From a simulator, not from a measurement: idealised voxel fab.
Process module under the name voxel released beams
This is section cut - it's 155 nm across, gridded in 5 nm square cells.
This document writes a cross-section as a grid whose cells are square, and gives it as bands, listed from the top down; one or more rows of cells form a band.
Heads up on the band format: heights come first, top then bottom, in nm. After that it's the materials left to right, each with its width in nm. A single material flagged "full width" fills the whole band edge to edge, and "air" means there's empty space there.
Heights are reckoned from 0. Under this level, the received wafer is all of one material. The bottommost band is open-ended downward, for example "top 0, no bottom".
A width such as "30 to 40" changes by the same amount from each row of cells to the next, from the band's top row to its bottom row.
"nothing got changed" for a step: no cell of the cross-section changed in that step.
So "Catalogued sealed voids" is basically the list of trapped voids: any empty space of 8 cells or more that can't reach the top through an opening. They're written width x height at distance, the distance being from the left edge, and it's all nm.
If you see something after the settings on a step's line, that's the simulator's own remark about that step.
What "overlay nm" on a step's line means: if the step has a mask, that mask lay this far to the right of its planned place, or, when the value is negative, to the left.

Intended process steps:
1: RECEIVE (material Si)
2: CONFORMAL_DEP (material Al2O3; thk nm 10)
3: DIRECTIONAL_DEP (material SiO2; thk nm 10)
4: DIRECTIONAL_DEP (material aC; thk nm 15)
5: PATTERN (tone open; mask id ANCHOR; material resist; width nm 40; thk nm 35; overlay nm 0)
6: DIRECTIONAL_ETCH (etch materials aC; depth nm 15)
7: STRIP (etch materials resist)
8: DIRECTIONAL_ETCH (etch materials SiO2; depth nm 10)
9: STRIP (etch materials aC)
10: CONFORMAL_DEP (material SiN; thk nm 15)
11: MASKED_ETCH (tone cover; mask id BEAM; width nm 90; etch materials SiN; depth nm 15; overlay nm 0)
12: STRIP (etch materials SiO2)

First out of two wafers; run went to plan:

Step 1 complete: cross-section of the wafer as received:
  top 0, no bottom | Si full width
  Catalogued sealed voids: none

The wafer, seen in cross-section, after step 2:
  top 10, bottom 0 | Al2O3 full width
  Anything lower than 0 is untouched.

The wafer, seen in cross-section, after step 3:
  top 20, bottom 10 | SiO2 full width
  Anything lower than 10 is untouched.

The wafer, seen in cross-section, after step 4:
  top 35, bottom 20 | aC full width
  Anything lower than 20 is untouched.

The wafer, seen in cross-section, after step 5:
  top 70, bottom 35 | resist=35, air=40, resist=80
  Anything lower than 35 is untouched.

The wafer, seen in cross-section, after step 6:
  top 55, bottom 35 | resist=35, air=40, resist=80
  top 35, bottom 20 | aC=35, air=40, aC=80
  Anything lower than 20 is untouched.

The wafer, seen in cross-section, after step 7:
  top 35, bottom 20 | aC=35, air=40, aC=80
  Anything lower than 20 is untouched.

The wafer, seen in cross-section, after step 8:
  top 35, bottom 20 | aC=35, air=40, aC=80
  top 20, bottom 10 | SiO2=35, air=40, SiO2=80
  Anything lower than 10 is untouched.

The wafer, seen in cross-section, after step 9:
  top 20, bottom 10 | SiO2=35, air=40, SiO2=80
  Anything lower than 10 is untouched.

The wafer, seen in cross-section, after step 10:
  top 35, bottom 25 | SiN=50, air=10, SiN=95
  top 25, bottom 20 | SiN full width
  top 20, bottom 10 | SiO2=35, SiN=40, SiO2=80
  Anything lower than 10 is untouched.

The wafer, seen in cross-section, after step 11:
  top 35, bottom 25 | air=30, SiN=20, air=10, SiN=60, air=35
  top 25, bottom 20 | air=30, SiN=90, air=35
  Anything lower than 20 is untouched.

The wafer, seen in cross-section, after step 12:
  top 35, bottom 25 | air=30, SiN=20, air=10, SiN=60, air=35
  top 25, bottom 20 | air=30, SiN=90, air=35
  top 20, bottom 10 | air=35, SiN=40, air=80
  Anything lower than 10 is untouched.

Okay, second wafer. Nothing different at the start, nothing different in the plan, just one mistake somewhere in the running. As far as step 9, counting that step, it's the first wafer all over again:

Second wafer, section view, time point: scheduled end of step 10:
  top 50, bottom 20 | SiN full width
  top 20, bottom 10 | SiO2=35, SiN=40, SiO2=80
  Anything lower than 10 is untouched.

Second wafer, section view, time point: scheduled end of step 11:
  top 50, bottom 35 | air=30, SiN=90, air=35
  Anything lower than 35 is untouched.

Second wafer, section view, time point: scheduled end of step 12: nothing got changed
Want to know what went wrong? step 10 was run twice
Final wafer comparison in cells, second versus first, more or fewer per material: SiN: 97 more; SiO2: 46 more
